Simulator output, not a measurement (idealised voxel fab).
This is a process module. Its name is voxel wiring stack.
It is cross-section cut that appears here, measuring 180 nm in width, its square cells being 5 nm in size.
In what follows, cross-sections appear as grids of square cells, described through bands that run from the top down, where every band is one or more rows of cells.
Heads up on the band format: heights come first, top then bottom, in nm. After that it's the materials left to right, each with its width in nm. A single material flagged "throughout" fills the whole band edge to edge, and "air" means there's empty space there.
Heights from 0 (as-received wafer is one material below). Bottom band endless downward, as "0 nm and below".
Read "30->40" as a graded width: first number on top, second number at the bottom, same change between each pair of neighbouring rows.
For the purposes of this document, the phrase "no change occurred" attached to a step denotes that no cell within the cross-section was modified by that step.
Any empty space of 8 cells or more lacking an open way to the top shows up in "Closed empty spaces" as width x height at distance, distance from the left edge, in nm.
Where a step's line continues beyond its settings, the continuation is a remark by the simulator itself on that step.
overlay nm: how far to the right of its planned place the mask lay on this masked step (negative: to the left).
Note: before/after cross-section pairs follow, one process step per pair, after-side truncated at the lowest changed band, step and settings given beneath. Different runs of this module on the same starting wafer may supply the pairs; a pair continues the one above only where the "Pre-step snapshot" entry says so.
### Pre-step snapshot
* 0 nm and below = Si throughout
* Closed empty spaces: none
### State After Step
* 10 nm to 0 nm = SiO2 throughout
* Unchanged below 0.
* Closed empty spaces: none
Between the two cross-sections shown above, the process step is CONFORMAL_DEP [material SiO2] [thk nm 10]
Pre-step snapshot: we pick up right where the pair above leaves off, with its after cross-section.
### State After Step
* 15 nm to 10 nm = TiN throughout
* Unchanged below 10.
* Closed empty spaces: none
Between the two cross-sections shown above, the process step is DIRECTIONAL_DEP [material TiN] [thk nm 5]
Pre-step snapshot: we pick up right where the pair above leaves off, with its after cross-section.
### State After Step
* 35 nm to 15 nm = W throughout
* Unchanged below 15.
* Closed empty spaces: none
Between the two cross-sections shown above, the process step is DIRECTIONAL_DEP [material W] [thk nm 20]
Pre-step snapshot: we pick up right where the pair above leaves off, with its after cross-section.
### State After Step
* 35 nm to 15 nm = 55 air  25 W  20 air  25 W  55 air
* Unchanged below 15.
* Closed empty spaces: none
Between the two cross-sections shown above, the process step is MASKED_ETCH [tone cover] [mask id METAL_1] [width nm 25] [pitch nm 45] [etch materials W] [depth nm 20] [overlay nm 0]
Pre-step snapshot: we pick up right where the pair above leaves off, with its after cross-section.
### State After Step
* 35 nm to 15 nm = 55 air  25 W  20 air  25 W  55 air
* 15 nm to 10 nm = 55 air  25 TiN  20 air  25 TiN  55 air
* Unchanged below 10.
* Closed empty spaces: none
Between the two cross-sections shown above, the process step is MASKED_ETCH [tone cover] [mask id METAL_1] [width nm 25] [pitch nm 45] [etch materials TiN] [depth nm 5] [overlay nm 0]
Pre-step snapshot: we pick up right where the pair above leaves off, with its after cross-section.
### State After Step
* 40 nm to 35 nm = SiO2 throughout
* 35 nm to 15 nm = 55 SiO2  25 W  20 SiO2  25 W  55 SiO2
* 15 nm to 10 nm = 55 SiO2  25 TiN  20 SiO2  25 TiN  55 SiO2
* Unchanged below 10.
* Closed empty spaces: none
Between the two cross-sections shown above, the process step is FILL_DEP [material SiO2] [thk nm 5]
Pre-step snapshot: we pick up right where the pair above leaves off, with its after cross-section.
### State After Step
* 35 nm to 15 nm = 55 SiO2  25 W  20 SiO2  25 W  55 SiO2
* Unchanged below 15.
* Closed empty spaces: none
Between the two cross-sections shown above, the process step is CMP [height nm 35]
Pre-step snapshot: we pick up right where the pair above leaves off, with its after cross-section.
### State After Step
* 40 nm to 35 nm = SiCN throughout
* Unchanged below 35.
* Closed empty spaces: none
Between the two cross-sections shown above, the process step is CONFORMAL_DEP [material SiCN] [thk nm 5]
Pre-step snapshot: we pick up right where the pair above leaves off, with its after cross-section.
### State After Step
* 65 nm to 40 nm = lowk throughout
* Unchanged below 40.
* Closed empty spaces: none
Between the two cross-sections shown above, the process step is DIRECTIONAL_DEP [material lowk] [thk nm 25]
Pre-step snapshot: we pick up right where the pair above leaves off, with its after cross-section.
### State After Step
* 80 nm to 65 nm = aC throughout
* Unchanged below 65.
* Closed empty spaces: none
Between the two cross-sections shown above, the process step is DIRECTIONAL_DEP [material aC] [thk nm 15]
Pre-step snapshot: we pick up right where the pair above leaves off, with its after cross-section.
### State After Step
* 110 nm to 80 nm = 55 resist  15 air  30 resist  15 air  65 resist
* Unchanged below 80.
* Closed empty spaces: none
Between the two cross-sections shown above, the process step is PATTERN [tone open] [mask id METAL_2_HOLES] [material resist] [width nm 15] [pitch nm 45] [thk nm 30] [overlay nm 0]
Pre-step snapshot: we pick up right where the pair above leaves off, with its after cross-section.
### State After Step
* 95 nm to 80 nm = 55 resist  15 air  30 resist  15 air  65 resist
* 80 nm to 65 nm = 55 aC  15 air  30 aC  15 air  65 aC
* Unchanged below 65.
* Closed empty spaces: none
Between the two cross-sections shown above, the process step is DIRECTIONAL_ETCH [etch materials aC] [depth nm 15]
Pre-step snapshot: we pick up right where the pair above leaves off, with its after cross-section.
### State After Step
* 80 nm to 65 nm = 55 aC  15 air  30 aC  15 air  65 aC
* Unchanged below 65.
* Closed empty spaces: none
Between the two cross-sections shown above, the process step is STRIP [etch materials resist]
Pre-step snapshot: we pick up right where the pair above leaves off, with its after cross-section.
### State After Step
* 80 nm to 65 nm = 55 aC  15 air  30 aC  15 air  65 aC
* 65 nm to 40 nm = 55 lowk  15 air  30 lowk  15 air  65 lowk
* Unchanged below 40.
* Closed empty spaces: none
Between the two cross-sections shown above, the process step is DIRECTIONAL_ETCH [etch materials lowk] [depth nm 25]
Pre-step snapshot: we pick up right where the pair above leaves off, with its after cross-section.
### State After Step
* 65 nm to 40 nm = 55 lowk  15 air  30 lowk  15 air  65 lowk
* Unchanged below 40.
* Closed empty spaces: none
Between the two cross-sections shown above, the process step is STRIP [etch materials aC]
Pre-step snapshot: we pick up right where the pair above leaves off, with its after cross-section.
### State After Step
* 80 nm to 65 nm = 55 resist  25 air  20 resist  25 air  55 resist
* Unchanged below 65.
* Closed empty spaces: none
Between the two cross-sections shown above, the process step is PATTERN [tone open] [mask id METAL_2] [material resist] [width nm 25] [pitch nm 45] [thk nm 15] [overlay nm 0]
Pre-step snapshot: we pick up right where the pair above leaves off, with its after cross-section.
### State After Step
* 80 nm to 65 nm = 55 resist  25 air  20 resist  25 air  55 resist
* 65 nm to 50 nm = 55 lowk  25 air  20 lowk  25 air  55 lowk
* Unchanged below 50.
* Closed empty spaces: none
Between the two cross-sections shown above, the process step is DIRECTIONAL_ETCH [etch materials lowk] [depth nm 15]
Pre-step snapshot: we pick up right where the pair above leaves off, with its after cross-section.
### State After Step
* 80 nm to 65 nm = 55 resist  25 air  20 resist  25 air  55 resist
* 65 nm to 50 nm = 55 lowk  25 air  20 lowk  25 air  55 lowk
* 50 nm to 40 nm = 55 lowk  15 air  30 lowk  15 air  65 lowk
* 40 nm to 35 nm = 55 SiCN  15 air  30 SiCN  15 air  65 SiCN
* Unchanged below 35.
* Closed empty spaces: none
Between the two cross-sections shown above, the process step is DIRECTIONAL_ETCH [etch materials SiCN] [depth nm 5]
Pre-step snapshot: we pick up right where the pair above leaves off, with its after cross-section.
### State After Step
* 65 nm to 50 nm = 55 lowk  25 air  20 lowk  25 air  55 lowk
* Unchanged below 50.
* Closed empty spaces: none
Between the two cross-sections shown above, the process step is STRIP [etch materials resist]
Pre-step snapshot: we pick up right where the pair above leaves off, with its after cross-section.
### State After Step
* 70 nm to 65 nm = 60 TiN  15 air  30 TiN  15 air  60 TiN
* 65 nm to 55 nm = 55 lowk  5 TiN  15 air  5 TiN  20 lowk  5 TiN  15 air  5 TiN  55 lowk
* 55 nm to 50 nm = 55 lowk  5 TiN  5 air  15 TiN  20 lowk  5 TiN  5 air  15 TiN  55 lowk
* 50 nm to 40 nm = 55 lowk  5 TiN  5 air  5 TiN  30 lowk  5 TiN  5 air  5 TiN  65 lowk
* 40 nm to 35 nm = 55 SiCN  15 TiN  30 SiCN  15 TiN  65 SiCN
* Unchanged below 35.
* Closed empty spaces: none
Between the two cross-sections shown above, the process step is CONFORMAL_DEP [material TiN] [thk nm 5]
Pre-step snapshot: we pick up right where the pair above leaves off, with its after cross-section.
### State After Step
* 80 nm to 70 nm = Cu throughout
* 70 nm to 65 nm = 60 TiN  15 Cu  30 TiN  15 Cu  60 TiN
* 65 nm to 55 nm = 55 lowk  5 TiN  15 Cu  5 TiN  20 lowk  5 TiN  15 Cu  5 TiN  55 lowk
* 55 nm to 50 nm = 55 lowk  5 TiN  5 Cu  15 TiN  20 lowk  5 TiN  5 Cu  15 TiN  55 lowk
* 50 nm to 40 nm = 55 lowk  5 TiN  5 Cu  5 TiN  30 lowk  5 TiN  5 Cu  5 TiN  65 lowk
* Unchanged below 40.
* Closed empty spaces: none
Between the two cross-sections shown above, the process step is FILL_DEP [material Cu] [thk nm 10]
Pre-step snapshot: we pick up right where the pair above leaves off, with its after cross-section.
### State After Step
* 65 nm to 55 nm = 55 lowk  5 TiN  15 Cu  5 TiN  20 lowk  5 TiN  15 Cu  5 TiN  55 lowk
* Unchanged below 55.
* Closed empty spaces: none
Between the two cross-sections shown above, the process step is CMP [height nm 65]
Pre-step snapshot: we pick up right where the pair above leaves off, with its after cross-section.
### State After Step
* 70 nm to 65 nm = SiCN throughout
* Unchanged below 65.
* Closed empty spaces: none
Between the two cross-sections shown above, the process step is CONFORMAL_DEP [material SiCN] [thk nm 5]
Pre-step snapshot: we pick up right where the pair above leaves off, with its after cross-section.
### State After Step
* 95 nm to 70 nm = SiO2 throughout
* Unchanged below 70.
* Closed empty spaces: none
Between the two cross-sections shown above, the process step is DIRECTIONAL_DEP [material SiO2] [thk nm 25]
Pre-step snapshot: we pick up right where the pair above leaves off, with its after cross-section.
### State After Step
* 95 nm to 70 nm = 55 SiO2  15 air  30 SiO2  15 air  65 SiO2
* Unchanged below 70.
* Closed empty spaces: none
Between the two cross-sections shown above, the process step is MASKED_ETCH [tone open] [mask id METAL_3_HOLES] [width nm 15] [pitch nm 45] [etch materials SiO2] [depth nm 25] [overlay nm 0]
Pre-step snapshot: we pick up right where the pair above leaves off, with its after cross-section.
### State After Step
* 110 nm to 95 nm = 55 aC  15 air  30 aC  15 air  65 aC
* 95 nm to 85 nm = 55 SiO2  15 air  30 SiO2  15 air  65 SiO2
* 85 nm to 70 nm = 55 SiO2  15 aC  30 SiO2  15 aC  65 SiO2
* Unchanged below 70.
* Closed empty spaces: none
Between the two cross-sections shown above, the process step is DIRECTIONAL_DEP [material aC] [thk nm 15]
Pre-step snapshot: we pick up right where the pair above leaves off, with its after cross-section.
### State After Step
* 140 nm to 110 nm = 55 resist  25 air  20 resist  25 air  55 resist
* Unchanged below 110.
* Closed empty spaces: none
Between the two cross-sections shown above, the process step is PATTERN [tone open] [mask id METAL_3] [material resist] [width nm 25] [pitch nm 45] [thk nm 30] [overlay nm 0]
Pre-step snapshot: we pick up right where the pair above leaves off, with its after cross-section.
### State After Step
* 125 nm to 110 nm = 55 resist  25 air  20 resist  25 air  55 resist
* 110 nm to 95 nm = 55 aC  25 air  20 aC  25 air  55 aC
* 95 nm to 70 nm = 55 SiO2  15 air  30 SiO2  15 air  65 SiO2
* Unchanged below 70.
* Closed empty spaces: none
Between the two cross-sections shown above, the process step is DIRECTIONAL_ETCH [etch materials aC] [depth nm 15]
Pre-step snapshot: we pick up right where the pair above leaves off, with its after cross-section.
### State After Step
* 110 nm to 95 nm = 55 aC  25 air  20 aC  25 air  55 aC
* Unchanged below 95.
* Closed empty spaces: none
Between the two cross-sections shown above, the process step is STRIP [etch materials resist]
Pre-step snapshot: we pick up right where the pair above leaves off, with its after cross-section.
### State After Step
* 110 nm to 95 nm = 55 aC  25 air  20 aC  25 air  55 aC
* 95 nm to 80 nm = 55 SiO2  25 air  20 SiO2  25 air  55 SiO2
* Unchanged below 80.
* Closed empty spaces: none
Between the two cross-sections shown above, the process step is DIRECTIONAL_ETCH [etch materials SiO2] [depth nm 15]
Pre-step snapshot: we pick up right where the pair above leaves off, with its after cross-section.
### State After Step
* 110 nm to 95 nm = 55 aC  25 air  20 aC  25 air  55 aC
* 95 nm to 80 nm = 55 SiO2  25 air  20 SiO2  25 air  55 SiO2
* 80 nm to 70 nm = 55 SiO2  15 air  30 SiO2  15 air  65 SiO2
* 70 nm to 65 nm = 55 SiCN  15 air  30 SiCN  15 air  65 SiCN
* Unchanged below 65.
* Closed empty spaces: none
Between the two cross-sections shown above, the process step is DIRECTIONAL_ETCH [etch materials SiCN] [depth nm 5]
Pre-step snapshot: we pick up right where the pair above leaves off, with its after cross-section.
### State After Step
* 95 nm to 80 nm = 55 SiO2  25 air  20 SiO2  25 air  55 SiO2
* Unchanged below 80.
* Closed empty spaces: none
Between the two cross-sections shown above, the process step is STRIP [etch materials aC]
Pre-step snapshot: we pick up right where the pair above leaves off, with its after cross-section.
### State After Step
* 100 nm to 95 nm = 60 TiN  15 air  30 TiN  15 air  60 TiN
* 95 nm to 85 nm = 55 SiO2  5 TiN  15 air  5 TiN  20 SiO2  5 TiN  15 air  5 TiN  55 SiO2
* 85 nm to 80 nm = 55 SiO2  5 TiN  5 air  15 TiN  20 SiO2  5 TiN  5 air  15 TiN  55 SiO2
* 80 nm to 70 nm = 55 SiO2  5 TiN  5 air  5 TiN  30 SiO2  5 TiN  5 air  5 TiN  65 SiO2
* 70 nm to 65 nm = 55 SiCN  15 TiN  30 SiCN  15 TiN  65 SiCN
* Unchanged below 65.
* Closed empty spaces: none
Between the two cross-sections shown above, the process step is CONFORMAL_DEP [material TiN] [thk nm 5]
Pre-step snapshot: we pick up right where the pair above leaves off, with its after cross-section.
### State After Step
* 105 nm to 100 nm = Cu throughout
* 100 nm to 95 nm = 60 TiN  15 Cu  30 TiN  15 Cu  60 TiN
* 95 nm to 85 nm = 55 SiO2  5 TiN  15 Cu  5 TiN  20 SiO2  5 TiN  15 Cu  5 TiN  55 SiO2
* 85 nm to 80 nm = 55 SiO2  5 TiN  5 Cu  15 TiN  20 SiO2  5 TiN  5 Cu  15 TiN  55 SiO2
* 80 nm to 70 nm = 55 SiO2  5 TiN  5 Cu  5 TiN  30 SiO2  5 TiN  5 Cu  5 TiN  65 SiO2
* Unchanged below 70.
* Closed empty spaces: none
Between the two cross-sections shown above, the process step is FILL_DEP [material Cu] [thk nm 5]
Pre-step snapshot: we pick up right where the pair above leaves off, with its after cross-section.
### State After Step
* 95 nm to 85 nm = 55 SiO2  5 TiN  15 Cu  5 TiN  20 SiO2  5 TiN  15 Cu  5 TiN  55 SiO2
* Unchanged below 85.
* Closed empty spaces: none
Between the two cross-sections shown above, the process step is CMP [height nm 95]
Pre-step snapshot: we pick up right where the pair above leaves off, with its after cross-section.
### State After Step
* 100 nm to 95 nm = SiCN throughout
* Unchanged below 95.
* Closed empty spaces: none
Between the two cross-sections shown above, the process step is CONFORMAL_DEP [material SiCN] [thk nm 5]
### Pre-step snapshot
* 80 nm to 70 nm = Cu throughout
* 70 nm to 65 nm = 60 TiN  15 Cu  30 TiN  15 Cu  60 TiN
* 65 nm to 55 nm = 55 lowk  5 TiN  15 Cu  5 TiN  20 lowk  5 TiN  15 Cu  5 TiN  55 lowk
* 55 nm to 50 nm = 55 lowk  5 TiN  5 Cu  15 TiN  20 lowk  5 TiN  5 Cu  15 TiN  55 lowk
* 50 nm to 40 nm = 55 lowk  5 TiN  5 Cu  5 TiN  30 lowk  5 TiN  5 Cu  5 TiN  65 lowk
* 40 nm to 35 nm = 55 SiCN  15 TiN  30 SiCN  15 TiN  65 SiCN
* 35 nm to 15 nm = 55 SiO2  25 W  20 SiO2  25 W  55 SiO2
* 15 nm to 10 nm = 55 SiO2  25 TiN  20 SiO2  25 TiN  55 SiO2
* 10 nm to 0 nm = SiO2 throughout
* 0 nm and below = Si throughout
* Closed empty spaces: none
### State After Step
* 85 nm to 80 nm = SiCN throughout
* Unchanged below 80.
* Closed empty spaces: none
Between the two cross-sections shown above, the process step is CONFORMAL_DEP [material SiCN] [thk nm 5]
Pre-step snapshot: we pick up right where the pair above leaves off, with its after cross-section.
### State After Step
* 110 nm to 85 nm = SiO2 throughout
* Unchanged below 85.
* Closed empty spaces: none
Between the two cross-sections shown above, the process step is DIRECTIONAL_DEP [material SiO2] [thk nm 25]
Pre-step snapshot: we pick up right where the pair above leaves off, with its after cross-section.
### State After Step
* 110 nm to 85 nm = 55 SiO2  15 air  30 SiO2  15 air  65 SiO2
* Unchanged below 85.
* Closed empty spaces: none
Between the two cross-sections shown above, the process step is MASKED_ETCH [tone open] [mask id METAL_3_HOLES] [width nm 15] [pitch nm 45] [etch materials SiO2] [depth nm 25] [overlay nm 0]
Pre-step snapshot: we pick up right where the pair above leaves off, with its after cross-section.
### State After Step
* 125 nm to 110 nm = 55 aC  15 air  30 aC  15 air  65 aC
* 110 nm to 100 nm = 55 SiO2  15 air  30 SiO2  15 air  65 SiO2
* 100 nm to 85 nm = 55 SiO2  15 aC  30 SiO2  15 aC  65 SiO2
* Unchanged below 85.
* Closed empty spaces: none
Between the two cross-sections shown above, the process step is DIRECTIONAL_DEP [material aC] [thk nm 15]
Pre-step snapshot: we pick up right where the pair above leaves off, with its after cross-section.
### State After Step
* 155 nm to 125 nm = 55 resist  25 air  20 resist  25 air  55 resist
* Unchanged below 125.
* Closed empty spaces: none
Between the two cross-sections shown above, the process step is PATTERN [tone open] [mask id METAL_3] [material resist] [width nm 25] [pitch nm 45] [thk nm 30] [overlay nm 0]
Pre-step snapshot: we pick up right where the pair above leaves off, with its after cross-section.
### State After Step
* 140 nm to 125 nm = 55 resist  25 air  20 resist  25 air  55 resist
* 125 nm to 110 nm = 55 aC  25 air  20 aC  25 air  55 aC
* 110 nm to 85 nm = 55 SiO2  15 air  30 SiO2  15 air  65 SiO2
* Unchanged below 85.
* Closed empty spaces: none
Between the two cross-sections shown above, the process step is DIRECTIONAL_ETCH [etch materials aC] [depth nm 15]
Pre-step snapshot: we pick up right where the pair above leaves off, with its after cross-section.
### State After Step
* 125 nm to 110 nm = 55 aC  25 air  20 aC  25 air  55 aC
* Unchanged below 110.
* Closed empty spaces: none
Between the two cross-sections shown above, the process step is STRIP [etch materials resist]
Pre-step snapshot: we pick up right where the pair above leaves off, with its after cross-section.
### State After Step
* 125 nm to 110 nm = 55 aC  25 air  20 aC  25 air  55 aC
* 110 nm to 95 nm = 55 SiO2  25 air  20 SiO2  25 air  55 SiO2
* Unchanged below 95.
* Closed empty spaces: none
Between the two cross-sections shown above, the process step is DIRECTIONAL_ETCH [etch materials SiO2] [depth nm 15]
Pre-step snapshot: we pick up right where the pair above leaves off, with its after cross-section.
### State After Step
* 125 nm to 110 nm = 55 aC  25 air  20 aC  25 air  55 aC
* 110 nm to 95 nm = 55 SiO2  25 air  20 SiO2  25 air  55 SiO2
* 95 nm to 85 nm = 55 SiO2  15 air  30 SiO2  15 air  65 SiO2
* 85 nm to 80 nm = 55 SiCN  15 air  30 SiCN  15 air  65 SiCN
* Unchanged below 80.
* Closed empty spaces: none
Between the two cross-sections shown above, the process step is DIRECTIONAL_ETCH [etch materials SiCN] [depth nm 5]
Pre-step snapshot: we pick up right where the pair above leaves off, with its after cross-section.
### State After Step
* 110 nm to 95 nm = 55 SiO2  25 air  20 SiO2  25 air  55 SiO2
* Unchanged below 95.
* Closed empty spaces: none
Between the two cross-sections shown above, the process step is STRIP [etch materials aC]
Pre-step snapshot: we pick up right where the pair above leaves off, with its after cross-section.
### State After Step
* 115 nm to 110 nm = 60 TiN  15 air  30 TiN  15 air  60 TiN
* 110 nm to 100 nm = 55 SiO2  5 TiN  15 air  5 TiN  20 SiO2  5 TiN  15 air  5 TiN  55 SiO2
* 100 nm to 95 nm = 55 SiO2  5 TiN  5 air  15 TiN  20 SiO2  5 TiN  5 air  15 TiN  55 SiO2
* 95 nm to 85 nm = 55 SiO2  5 TiN  5 air  5 TiN  30 SiO2  5 TiN  5 air  5 TiN  65 SiO2
* 85 nm to 80 nm = 55 SiCN  15 TiN  30 SiCN  15 TiN  65 SiCN
* Unchanged below 80.
* Closed empty spaces: none
Between the two cross-sections shown above, the process step is CONFORMAL_DEP [material TiN] [thk nm 5]
Pre-step snapshot: we pick up right where the pair above leaves off, with its after cross-section.
### State After Step
* 120 nm to 115 nm = Cu throughout
* 115 nm to 110 nm = 60 TiN  15 Cu  30 TiN  15 Cu  60 TiN
* 110 nm to 100 nm = 55 SiO2  5 TiN  15 Cu  5 TiN  20 SiO2  5 TiN  15 Cu  5 TiN  55 SiO2
* 100 nm to 95 nm = 55 SiO2  5 TiN  5 Cu  15 TiN  20 SiO2  5 TiN  5 Cu  15 TiN  55 SiO2
* 95 nm to 85 nm = 55 SiO2  5 TiN  5 Cu  5 TiN  30 SiO2  5 TiN  5 Cu  5 TiN  65 SiO2
* Unchanged below 85.
* Closed empty spaces: none
Between the two cross-sections shown above, the process step is FILL_DEP [material Cu] [thk nm 5]
Pre-step snapshot: we pick up right where the pair above leaves off, with its after cross-section.
### State After Step
* 95 nm to 85 nm = 55 SiO2  5 TiN  5 Cu  5 TiN  30 SiO2  5 TiN  5 Cu  5 TiN  65 SiO2
* Unchanged below 85.
* Closed empty spaces: none
Between the two cross-sections shown above, the process step is CMP [height nm 95]
Pre-step snapshot: we pick up right where the pair above leaves off, with its after cross-section.
### State After Step
* 100 nm to 95 nm = SiCN throughout
* Unchanged below 95.
* Closed empty spaces: none
Between the two cross-sections shown above, the process step is CONFORMAL_DEP [material SiCN] [thk nm 5]
### Pre-step snapshot
* 95 nm to 70 nm = SiO2 throughout
* 70 nm to 65 nm = SiCN throughout
* 65 nm to 55 nm = 55 lowk  5 TiN  15 Cu  5 TiN  20 lowk  5 TiN  15 Cu  5 TiN  55 lowk
* 55 nm to 50 nm = 55 lowk  5 TiN  5 Cu  15 TiN  20 lowk  5 TiN  5 Cu  15 TiN  55 lowk
* 50 nm to 40 nm = 55 lowk  5 TiN  5 Cu  5 TiN  30 lowk  5 TiN  5 Cu  5 TiN  65 lowk
* 40 nm to 35 nm = 55 SiCN  15 TiN  30 SiCN  15 TiN  65 SiCN
* 35 nm to 15 nm = 55 SiO2  25 W  20 SiO2  25 W  55 SiO2
* 15 nm to 10 nm = 55 SiO2  25 TiN  20 SiO2  25 TiN  55 SiO2
* 10 nm to 0 nm = SiO2 throughout
* 0 nm and below = Si throughout
* Closed empty spaces: none
### State After Step
* 120 nm to 70 nm = SiO2 throughout
* Unchanged below 70.
* Closed empty spaces: none
Between the two cross-sections shown above, the process step is DIRECTIONAL_DEP [material SiO2] [thk nm 25]
Pre-step snapshot: we pick up right where the pair above leaves off, with its after cross-section.
### State After Step
* 120 nm to 95 nm = 55 SiO2  15 air  30 SiO2  15 air  65 SiO2
* Unchanged below 95.
* Closed empty spaces: none
Between the two cross-sections shown above, the process step is MASKED_ETCH [tone open] [mask id METAL_3_HOLES] [width nm 15] [pitch nm 45] [etch materials SiO2] [depth nm 25] [overlay nm 0]
Pre-step snapshot: we pick up right where the pair above leaves off, with its after cross-section.
### State After Step
* 135 nm to 120 nm = 55 aC  15 air  30 aC  15 air  65 aC
* 120 nm to 110 nm = 55 SiO2  15 air  30 SiO2  15 air  65 SiO2
* 110 nm to 95 nm = 55 SiO2  15 aC  30 SiO2  15 aC  65 SiO2
* Unchanged below 95.
* Closed empty spaces: none
Between the two cross-sections shown above, the process step is DIRECTIONAL_DEP [material aC] [thk nm 15]
Pre-step snapshot: we pick up right where the pair above leaves off, with its after cross-section.
### State After Step
* 165 nm to 135 nm = 55 resist  25 air  20 resist  25 air  55 resist
* Unchanged below 135.
* Closed empty spaces: none
Between the two cross-sections shown above, the process step is PATTERN [tone open] [mask id METAL_3] [material resist] [width nm 25] [pitch nm 45] [thk nm 30] [overlay nm 0]
Pre-step snapshot: we pick up right where the pair above leaves off, with its after cross-section.
### State After Step
* 150 nm to 135 nm = 55 resist  25 air  20 resist  25 air  55 resist
* 135 nm to 120 nm = 55 aC  25 air  20 aC  25 air  55 aC
* 120 nm to 95 nm = 55 SiO2  15 air  30 SiO2  15 air  65 SiO2
* Unchanged below 95.
* Closed empty spaces: none
Between the two cross-sections shown above, the process step is DIRECTIONAL_ETCH [etch materials aC] [depth nm 15]
Pre-step snapshot: we pick up right where the pair above leaves off, with its after cross-section.
### State After Step
* 135 nm to 120 nm = 55 aC  25 air  20 aC  25 air  55 aC
* Unchanged below 120.
* Closed empty spaces: none
Between the two cross-sections shown above, the process step is STRIP [etch materials resist]
Pre-step snapshot: we pick up right where the pair above leaves off, with its after cross-section.
### State After Step
* 135 nm to 120 nm = 55 aC  25 air  20 aC  25 air  55 aC
* 120 nm to 105 nm = 55 SiO2  25 air  20 SiO2  25 air  55 SiO2
* 105 nm to 80 nm = 55 SiO2  15 air  30 SiO2  15 air  65 SiO2
* Unchanged below 80.
* Closed empty spaces: none
Between the two cross-sections shown above, the process step is DIRECTIONAL_ETCH [etch materials SiO2] [depth nm 15]
Pre-step snapshot: we pick up right where the pair above leaves off, with its after cross-section.
### State After Step
* 120 nm to 105 nm = 55 SiO2  25 air  20 SiO2  25 air  55 SiO2
* Unchanged below 105.
* Closed empty spaces: none
Between the two cross-sections shown above, the process step is STRIP [etch materials aC]
Pre-step snapshot: we pick up right where the pair above leaves off, with its after cross-section.
### State After Step
* 125 nm to 120 nm = 60 TiN  15 air  30 TiN  15 air  60 TiN
* 120 nm to 110 nm = 55 SiO2  5 TiN  15 air  5 TiN  20 SiO2  5 TiN  15 air  5 TiN  55 SiO2
* 110 nm to 105 nm = 55 SiO2  5 TiN  5 air  15 TiN  20 SiO2  5 TiN  5 air  15 TiN  55 SiO2
* 105 nm to 85 nm = 55 SiO2  5 TiN  5 air  5 TiN  30 SiO2  5 TiN  5 air  5 TiN  65 SiO2
* 85 nm to 80 nm = 55 SiO2  15 TiN  30 SiO2  15 TiN  65 SiO2
* Unchanged below 80.
* Closed empty spaces: none
Between the two cross-sections shown above, the process step is CONFORMAL_DEP [material TiN] [thk nm 5]
Pre-step snapshot: we pick up right where the pair above leaves off, with its after cross-section.
### State After Step
* 130 nm to 125 nm = Cu throughout
* 125 nm to 120 nm = 60 TiN  15 Cu  30 TiN  15 Cu  60 TiN
* 120 nm to 110 nm = 55 SiO2  5 TiN  15 Cu  5 TiN  20 SiO2  5 TiN  15 Cu  5 TiN  55 SiO2
* 110 nm to 105 nm = 55 SiO2  5 TiN  5 Cu  15 TiN  20 SiO2  5 TiN  5 Cu  15 TiN  55 SiO2
* 105 nm to 85 nm = 55 SiO2  5 TiN  5 Cu  5 TiN  30 SiO2  5 TiN  5 Cu  5 TiN  65 SiO2
* Unchanged below 85.
* Closed empty spaces: none
Between the two cross-sections shown above, the process step is FILL_DEP [material Cu] [thk nm 5]
Pre-step snapshot: we pick up right where the pair above leaves off, with its after cross-section.
### State After Step
* 95 nm to 85 nm = 55 SiO2  5 TiN  5 Cu  5 TiN  30 SiO2  5 TiN  5 Cu  5 TiN  65 SiO2
* Unchanged below 85.
* Closed empty spaces: none
Between the two cross-sections shown above, the process step is CMP [height nm 95]
Pre-step snapshot: we pick up right where the pair above leaves off, with its after cross-section.
### State After Step
* 100 nm to 95 nm = SiCN throughout
* Unchanged below 95.
* Closed empty spaces: none
Between the two cross-sections shown above, the process step is CONFORMAL_DEP [material SiCN] [thk nm 5]
### Pre-step snapshot
* 65 nm to 55 nm = 55 lowk  5 TiN  15 Cu  5 TiN  20 lowk  5 TiN  15 Cu  5 TiN  55 lowk
* 55 nm to 50 nm = 55 lowk  5 TiN  5 Cu  15 TiN  20 lowk  5 TiN  5 Cu  15 TiN  55 lowk
* 50 nm to 40 nm = 55 lowk  5 TiN  5 Cu  5 TiN  30 lowk  5 TiN  5 Cu  5 TiN  65 lowk
* 40 nm to 35 nm = 55 SiCN  15 TiN  30 SiCN  15 TiN  65 SiCN
* 35 nm to 15 nm = 55 SiO2  25 W  20 SiO2  25 W  55 SiO2
* 15 nm to 10 nm = 55 SiO2  25 TiN  20 SiO2  25 TiN  55 SiO2
* 10 nm to 0 nm = SiO2 throughout
* 0 nm and below = Si throughout
* Closed empty spaces: none
### State After Step
* 90 nm to 65 nm = SiO2 throughout
* Unchanged below 65.
* Closed empty spaces: none
Between the two cross-sections shown above, the process step is DIRECTIONAL_DEP [material SiO2] [thk nm 25]
Pre-step snapshot: we pick up right where the pair above leaves off, with its after cross-section.
### State After Step
* 95 nm to 90 nm = SiCN throughout
* Unchanged below 90.
* Closed empty spaces: none
Between the two cross-sections shown above, the process step is CONFORMAL_DEP [material SiCN] [thk nm 5]
Pre-step snapshot: we pick up right where the pair above leaves off, with its after cross-section.
### State After Step
* 110 nm to 95 nm = aC throughout
* Unchanged below 95.
* Closed empty spaces: none
Between the two cross-sections shown above, the process step is DIRECTIONAL_DEP [material aC] [thk nm 15]
Pre-step snapshot: we pick up right where the pair above leaves off, with its after cross-section.
### State After Step
* 140 nm to 110 nm = 55 resist  25 air  20 resist  25 air  55 resist
* Unchanged below 110.
* Closed empty spaces: none
Between the two cross-sections shown above, the process step is PATTERN [tone open] [mask id METAL_3] [material resist] [width nm 25] [pitch nm 45] [thk nm 30] [overlay nm 0]
Pre-step snapshot: we pick up right where the pair above leaves off, with its after cross-section.
### State After Step
* 125 nm to 110 nm = 55 resist  25 air  20 resist  25 air  55 resist
* 110 nm to 95 nm = 55 aC  25 air  20 aC  25 air  55 aC
* Unchanged below 95.
* Closed empty spaces: none
Between the two cross-sections shown above, the process step is DIRECTIONAL_ETCH [etch materials aC] [depth nm 15]
Pre-step snapshot: we pick up right where the pair above leaves off, with its after cross-section.
### State After Step
* 110 nm to 95 nm = 55 aC  25 air  20 aC  25 air  55 aC
* Unchanged below 95.
* Closed empty spaces: none
Between the two cross-sections shown above, the process step is STRIP [etch materials resist]
Pre-step snapshot: we pick up right where the pair above leaves off, with its after cross-section.
### State After Step
* 110 nm to 95 nm = 55 aC  25 air  20 aC  25 air  55 aC
* 95 nm to 90 nm = 55 SiCN  25 air  20 SiCN  25 air  55 SiCN
* Unchanged below 90.
* Closed empty spaces: none
Between the two cross-sections shown above, the process step is DIRECTIONAL_ETCH [etch materials SiCN] [depth nm 5]
Pre-step snapshot: we pick up right where the pair above leaves off, with its after cross-section.
### State After Step
* 95 nm to 90 nm = 55 SiCN  25 air  20 SiCN  25 air  55 SiCN
* Unchanged below 90.
* Closed empty spaces: none
Between the two cross-sections shown above, the process step is STRIP [etch materials aC]
